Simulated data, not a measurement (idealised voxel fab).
Proc. module: voxel capacitor over wiring
Xsec cut, 245 nm wide, square cell size 5 nm.
Cross-section format: a grid of square cells, given as bands from top to bottom; each band is one or more rows of cells.
A band entry consists of two parts. The first gives the height of the band's top and the height of its bottom, in nm. The rest lists the band's materials from left to right, each with its width in nm. A single material labelled with the word "throughout" fills the band from edge to edge, and the word "air" marks empty space.
Note: height 0 marks the level under which the wafer is uniformly one material as received. Lowest band unbounded below, written "0 nm and below".
Read "30->40" as a graded width: first number on top, second number at the bottom, same change between each pair of neighbouring rows.
The designation "remained the same", where it is given for a processing step, indicates that no cell of the cross-section was altered in the course of that step.
Empty spaces without an open route to the top, at least 8 cells in extent, make up the entry "Enclosed void entries"; each is given as width x height at distance, where the distance is measured from the left edge, and all are in nm.
Where a step's line continues beyond its settings, the continuation is a remark by the simulator itself on that step.
The line of a step may include "overlay nm". On a step with a mask, this value is how far to the right of its planned place the mask lay. A negative value means the mask lay to the left.
[The process steps that were planned are listed below]
| 1 | RECEIVE (material Si) |
| 2 | CONFORMAL_DEP (material SiO2; thk nm 10) |
| 3 | CONFORMAL_DEP (material SiN; thk nm 5) |
| 4 | DIRECTIONAL_DEP (material SiO2; thk nm 15) |
| 5 | DIRECTIONAL_DEP (material aC; thk nm 15) |
| 6 | PATTERN (tone open; mask id METAL_1; material resist; width nm 25; pitch nm 75; thk nm 30; overlay nm 0) |
| 7 | DIRECTIONAL_ETCH (etch materials aC; depth nm 15) |
| 8 | STRIP (etch materials resist) |
| 9 | DIRECTIONAL_ETCH (etch materials SiO2; depth nm 15) |
| 10 | DIRECTIONAL_ETCH (etch materials SiN; depth nm 5) |
| 11 | STRIP (etch materials aC) |
| 12 | CONFORMAL_DEP (material TiN; thk nm 5) |
| 13 | FILL_DEP (material Cu; thk nm 5) |
| 14 | CMP (height nm 30) |
| 15 | CONFORMAL_DEP (material SiCN; thk nm 5) |
| 16 | DIRECTIONAL_DEP (material lowk; thk nm 15) |
| 17 | PATTERN (tone open; mask id PLUG_1; material resist; width nm 15; thk nm 20; overlay nm 0) |
| 18 | DIRECTIONAL_ETCH (etch materials lowk; depth nm 15) |
| 19 | DIRECTIONAL_ETCH (etch materials SiCN; depth nm 5) |
| 20 | STRIP (etch materials resist) |
| 21 | CONFORMAL_DEP (material TiN; thk nm 5) |
| 22 | FILL_DEP (material Ru; thk nm 10) |
| 23 | CMP (height nm 50) |
| 24 | DIRECTIONAL_DEP (material TiN; thk nm 10) |
| 25 | DIRECTIONAL_DEP (material HfO2; thk nm 5) |
| 26 | DIRECTIONAL_DEP (material TiN; thk nm 10) |
| 27 | MASKED_ETCH (tone cover; mask id UPPER_PLATE; width nm 55; etch materials TiN; depth nm 10; overlay nm 0) |
| 28 | MASKED_ETCH (tone cover; mask id UPPER_PLATE; width nm 55; etch materials HfO2; depth nm 5; overlay nm 0) |
| 29 | PATTERN (tone cover; mask id LOWER_PLATE; material resist; width nm 65; thk nm 20; overlay nm 0) |
| 30 | DIRECTIONAL_ETCH (etch materials TiN; depth nm 10) |
| 31 | STRIP (etch materials resist) |
| 32 | FILL_DEP (material SiO2; thk nm 15) |
| 33 | CMP (height nm 85) |
| 34 | DIRECTIONAL_DEP (material aC; thk nm 10) |
| 35 | PATTERN (tone open; mask id PLUG_2; material resist; width nm 15; thk nm 30; overlay nm 0) |
| 36 | DIRECTIONAL_ETCH (etch materials aC; depth nm 10) |
| 37 | STRIP (etch materials resist) |
| 38 | DIRECTIONAL_ETCH (etch materials SiO2; depth nm 10) |
| 39 | STRIP (etch materials aC) |
| 40 | CONFORMAL_DEP (material TiN; thk nm 5) |
| 41 | FILL_DEP (material Ru; thk nm 10) |
| 42 | CMP (height nm 85) |
| 43 | CONFORMAL_DEP (material SiN; thk nm 5) |
[The first of two wafers, run as planned]
[Cross-section of the incoming wafer, state after step 1]
* 0 nm and below = Si throughout
* Enclosed void entries: none
[So this is the wafer cross-section right after step 2]
* 10 nm to 0 nm = SiO2 throughout
* At heights below 0, the structure remains unaltered.
[So this is the wafer cross-section right after step 3]
* 15 nm to 10 nm = SiN throughout
* At heights below 10, the structure remains unaltered.
[So this is the wafer cross-section right after step 4]
* 30 nm to 15 nm = SiO2 throughout
* At heights below 15, the structure remains unaltered.
[So this is the wafer cross-section right after step 5]
* 45 nm to 30 nm = aC throughout
* At heights below 30, the structure remains unaltered.
[So this is the wafer cross-section right after step 6]
* 75 nm to 45 nm = resist 70 | air 25 | resist 50 | air 25 | resist 75
* At heights below 45, the structure remains unaltered.
[So this is the wafer cross-section right after step 7]
* 60 nm to 45 nm = resist 70 | air 25 | resist 50 | air 25 | resist 75
* 45 nm to 30 nm = aC 70 | air 25 | aC 50 | air 25 | aC 75
* At heights below 30, the structure remains unaltered.
[So this is the wafer cross-section right after step 8]
* 45 nm to 30 nm = aC 70 | air 25 | aC 50 | air 25 | aC 75
* At heights below 30, the structure remains unaltered.
[So this is the wafer cross-section right after step 9]
* 45 nm to 30 nm = aC 70 | air 25 | aC 50 | air 25 | aC 75
* 30 nm to 15 nm = SiO2 70 | air 25 | SiO2 50 | air 25 | SiO2 75
* At heights below 15, the structure remains unaltered.
[So this is the wafer cross-section right after step 10]
* 45 nm to 30 nm = aC 70 | air 25 | aC 50 | air 25 | aC 75
* 30 nm to 15 nm = SiO2 70 | air 25 | SiO2 50 | air 25 | SiO2 75
* 15 nm to 10 nm = SiN 70 | air 25 | SiN 50 | air 25 | SiN 75
* At heights below 10, the structure remains unaltered.
[So this is the wafer cross-section right after step 11]
* 30 nm to 15 nm = SiO2 70 | air 25 | SiO2 50 | air 25 | SiO2 75
* At heights below 15, the structure remains unaltered.
[So this is the wafer cross-section right after step 12]
* 35 nm to 30 nm = TiN 75 | air 15 | TiN 60 | air 15 | TiN 80
* 30 nm to 15 nm = SiO2 70 | TiN 5 | air 15 | TiN 5 | SiO2 50 | TiN 5 | air 15 | TiN 5 | SiO2 75
* 15 nm to 10 nm = SiN 70 | TiN 25 | SiN 50 | TiN 25 | SiN 75
* At heights below 10, the structure remains unaltered.
[So this is the wafer cross-section right after step 13]
* 40 nm to 35 nm = Cu throughout
* 35 nm to 30 nm = TiN 75 | Cu 15 | TiN 60 | Cu 15 | TiN 80
* 30 nm to 15 nm = SiO2 70 | TiN 5 | Cu 15 | TiN 5 | SiO2 50 | TiN 5 | Cu 15 | TiN 5 | SiO2 75
* At heights below 15, the structure remains unaltered.
[So this is the wafer cross-section right after step 14]
* 30 nm to 15 nm = SiO2 70 | TiN 5 | Cu 15 | TiN 5 | SiO2 50 | TiN 5 | Cu 15 | TiN 5 | SiO2 75
* At heights below 15, the structure remains unaltered.
[So this is the wafer cross-section right after step 15]
* 35 nm to 30 nm = SiCN throughout
* At heights below 30, the structure remains unaltered.
[So this is the wafer cross-section right after step 16]
* 50 nm to 35 nm = lowk throughout
* At heights below 35, the structure remains unaltered.
[So this is the wafer cross-section right after step 17]
* 70 nm to 50 nm = resist 80 | air 15 | resist 150
* At heights below 50, the structure remains unaltered.
[So this is the wafer cross-section right after step 18]
* 70 nm to 50 nm = resist 80 | air 15 | resist 150
* 50 nm to 35 nm = lowk 80 | air 15 | lowk 150
* At heights below 35, the structure remains unaltered.
[So this is the wafer cross-section right after step 19]
* 70 nm to 50 nm = resist 80 | air 15 | resist 150
* 50 nm to 35 nm = lowk 80 | air 15 | lowk 150
* 35 nm to 30 nm = SiCN 80 | air 15 | SiCN 150
* At heights below 30, the structure remains unaltered.
[So this is the wafer cross-section right after step 20]
* 50 nm to 35 nm = lowk 80 | air 15 | lowk 150
* At heights below 35, the structure remains unaltered.
[So this is the wafer cross-section right after step 21]
* 55 nm to 50 nm = TiN 85 | air 5 | TiN 155
* 50 nm to 35 nm = lowk 80 | TiN 5 | air 5 | TiN 5 | lowk 150
* 35 nm to 30 nm = SiCN 80 | TiN 15 | SiCN 150
* At heights below 30, the structure remains unaltered.
[So this is the wafer cross-section right after step 22]
* 65 nm to 55 nm = Ru throughout
* 55 nm to 50 nm = TiN 85 | Ru 5 | TiN 155
* 50 nm to 35 nm = lowk 80 | TiN 5 | Ru 5 | TiN 5 | lowk 150
* At heights below 35, the structure remains unaltered.
[So this is the wafer cross-section right after step 23]
* 50 nm to 35 nm = lowk 80 | TiN 5 | Ru 5 | TiN 5 | lowk 150
* At heights below 35, the structure remains unaltered.
[So this is the wafer cross-section right after step 24]
* 60 nm to 50 nm = TiN throughout
* At heights below 50, the structure remains unaltered.
[So this is the wafer cross-section right after step 25]
* 65 nm to 60 nm = HfO2 throughout
* At heights below 60, the structure remains unaltered.
[So this is the wafer cross-section right after step 26]
* 75 nm to 65 nm = TiN throughout
* At heights below 65, the structure remains unaltered.
[So this is the wafer cross-section right after step 27]
* 75 nm to 65 nm = air 80 | TiN 55 | air 110
* At heights below 65, the structure remains unaltered.
[So this is the wafer cross-section right after step 28]
* 75 nm to 65 nm = air 80 | TiN 55 | air 110
* 65 nm to 60 nm = air 80 | HfO2 55 | air 110
* At heights below 60, the structure remains unaltered.
[So this is the wafer cross-section right after step 29]
* 95 nm to 75 nm = air 75 | resist 65 | air 105
* 75 nm to 65 nm = air 75 | resist 5 | TiN 55 | resist 5 | air 105
* 65 nm to 60 nm = air 75 | resist 5 | HfO2 55 | resist 5 | air 105
* At heights below 60, the structure remains unaltered.
[So this is the wafer cross-section right after step 30]
* 95 nm to 75 nm = air 75 | resist 65 | air 105
* 75 nm to 65 nm = air 75 | resist 5 | TiN 55 | resist 5 | air 105
* 65 nm to 60 nm = air 75 | resist 5 | HfO2 55 | resist 5 | air 105
* 60 nm to 50 nm = air 75 | TiN 65 | air 105
* At heights below 50, the structure remains unaltered.
[So this is the wafer cross-section right after step 31]
* 75 nm to 65 nm = air 80 | TiN 55 | air 110
* 65 nm to 60 nm = air 80 | HfO2 55 | air 110
* At heights below 60, the structure remains unaltered.
[So this is the wafer cross-section right after step 32]
* 90 nm to 75 nm = SiO2 throughout
* 75 nm to 65 nm = SiO2 80 | TiN 55 | SiO2 110
* 65 nm to 60 nm = SiO2 80 | HfO2 55 | SiO2 110
* 60 nm to 50 nm = SiO2 75 | TiN 65 | SiO2 105
* At heights below 50, the structure remains unaltered.
[So this is the wafer cross-section right after step 33]
* 85 nm to 75 nm = SiO2 throughout
* At heights below 75, the structure remains unaltered.
[So this is the wafer cross-section right after step 34]
* 95 nm to 85 nm = aC throughout
* At heights below 85, the structure remains unaltered.
[So this is the wafer cross-section right after step 35]
* 125 nm to 95 nm = resist 90 | air 15 | resist 140
* At heights below 95, the structure remains unaltered.
[So this is the wafer cross-section right after step 36]
* 115 nm to 95 nm = resist 90 | air 15 | resist 140
* 95 nm to 85 nm = aC 90 | air 15 | aC 140
* At heights below 85, the structure remains unaltered.
[So this is the wafer cross-section right after step 37]
* 95 nm to 85 nm = aC 90 | air 15 | aC 140
* At heights below 85, the structure remains unaltered.
[So this is the wafer cross-section right after step 38]
* 95 nm to 85 nm = aC 90 | air 15 | aC 140
* 85 nm to 75 nm = SiO2 90 | air 15 | SiO2 140
* At heights below 75, the structure remains unaltered.
[So this is the wafer cross-section right after step 39]
* 85 nm to 75 nm = SiO2 90 | air 15 | SiO2 140
* At heights below 75, the structure remains unaltered.
[So this is the wafer cross-section right after step 40]
* 90 nm to 85 nm = TiN 95 | air 5 | TiN 145
* 85 nm to 80 nm = SiO2 90 | TiN 5 | air 5 | TiN 5 | SiO2 140
* 80 nm to 75 nm = SiO2 90 | TiN 15 | SiO2 140
* At heights below 75, the structure remains unaltered.
[So this is the wafer cross-section right after step 41]
* 100 nm to 90 nm = Ru throughout
* 90 nm to 85 nm = TiN 95 | Ru 5 | TiN 145
* 85 nm to 80 nm = SiO2 90 | TiN 5 | Ru 5 | TiN 5 | SiO2 140
* At heights below 80, the structure remains unaltered.
[So this is the wafer cross-section right after step 42]
* 85 nm to 80 nm = SiO2 90 | TiN 5 | Ru 5 | TiN 5 | SiO2 140
* At heights below 80, the structure remains unaltered.
[So this is the wafer cross-section right after step 43]
* 90 nm to 85 nm = SiN throughout
* At heights below 85, the structure remains unaltered.
[Wafer two of two - same starting point, same process plan, one mistake in execution; matches wafer one up to and including step 26]
[The second wafer in cross-section, at the planned close of step 27]
* 75 nm to 65 nm = air 75 | TiN 65 | air 105
* At heights below 65, the structure remains unaltered.
[The second wafer in cross-section, at the planned close of step 28]
* 75 nm to 65 nm = air 75 | TiN 65 | air 105
* 65 nm to 60 nm = air 75 | HfO2 65 | air 105
* At heights below 60, the structure remains unaltered.
[The second wafer in cross-section, at the planned close of step 29]
* 95 nm to 75 nm = air 75 | resist 65 | air 105
* At heights below 75, the structure remains unaltered.
[The second wafer in cross-section, at the planned close of step 30]
* 95 nm to 75 nm = air 75 | resist 65 | air 105
* 75 nm to 65 nm = air 75 | TiN 65 | air 105
* 65 nm to 60 nm = air 75 | HfO2 65 | air 105
* 60 nm to 50 nm = air 75 | TiN 65 | air 105
* At heights below 50, the structure remains unaltered.
[The second wafer in cross-section, at the planned close of step 31]
* 75 nm to 65 nm = air 75 | TiN 65 | air 105
* At heights below 65, the structure remains unaltered.
[The second wafer in cross-section, at the planned close of step 32]
* 90 nm to 75 nm = SiO2 throughout
* 75 nm to 65 nm = SiO2 75 | TiN 65 | SiO2 105
* 65 nm to 60 nm = SiO2 75 | HfO2 65 | SiO2 105
* 60 nm to 50 nm = SiO2 75 | TiN 65 | SiO2 105
* At heights below 50, the structure remains unaltered.
[The second wafer in cross-section, at the planned close of step 33]
* 85 nm to 75 nm = SiO2 throughout
* At heights below 75, the structure remains unaltered.
[The second wafer in cross-section, at the planned close of step 34]
* 95 nm to 85 nm = aC throughout
* At heights below 85, the structure remains unaltered.
[The second wafer in cross-section, at the planned close of step 35]
* 125 nm to 95 nm = resist 90 | air 15 | resist 140
* At heights below 95, the structure remains unaltered.
[The second wafer in cross-section, at the planned close of step 36]
* 115 nm to 95 nm = resist 90 | air 15 | resist 140
* 95 nm to 85 nm = aC 90 | air 15 | aC 140
* At heights below 85, the structure remains unaltered.
[The second wafer in cross-section, at the planned close of step 37]
* 95 nm to 85 nm = aC 90 | air 15 | aC 140
* At heights below 85, the structure remains unaltered.
[The second wafer in cross-section, at the planned close of step 38]
* 95 nm to 85 nm = aC 90 | air 15 | aC 140
* 85 nm to 75 nm = SiO2 90 | air 15 | SiO2 140
* At heights below 75, the structure remains unaltered.
[The second wafer in cross-section, at the planned close of step 39]
* 85 nm to 75 nm = SiO2 90 | air 15 | SiO2 140
* At heights below 75, the structure remains unaltered.
[The second wafer in cross-section, at the planned close of step 40]
* 90 nm to 85 nm = TiN 95 | air 5 | TiN 145
* 85 nm to 80 nm = SiO2 90 | TiN 5 | air 5 | TiN 5 | SiO2 140
* 80 nm to 75 nm = SiO2 90 | TiN 15 | SiO2 140
* At heights below 75, the structure remains unaltered.
[The second wafer in cross-section, at the planned close of step 41]
* 100 nm to 90 nm = Ru throughout
* 90 nm to 85 nm = TiN 95 | Ru 5 | TiN 145
* 85 nm to 80 nm = SiO2 90 | TiN 5 | Ru 5 | TiN 5 | SiO2 140
* At heights below 80, the structure remains unaltered.
[The second wafer in cross-section, at the planned close of step 42]
* 85 nm to 80 nm = SiO2 90 | TiN 5 | Ru 5 | TiN 5 | SiO2 140
* At heights below 80, the structure remains unaltered.
[The second wafer in cross-section, at the planned close of step 43]
* 90 nm to 85 nm = SiN throughout
* At heights below 85, the structure remains unaltered.
So what did we get wrong on this run? step 27 changed vs plan, executed as MASKED_ETCH (tone cover; mask id UPPER_PLATE; width nm 65; etch materials TiN; depth nm 10; overlay nm 0)
Wafer comparison, final, in cells, second relative to first, materials more or fewer: 2 more of HfO2, 6 fewer of SiO2, 4 more of TiN
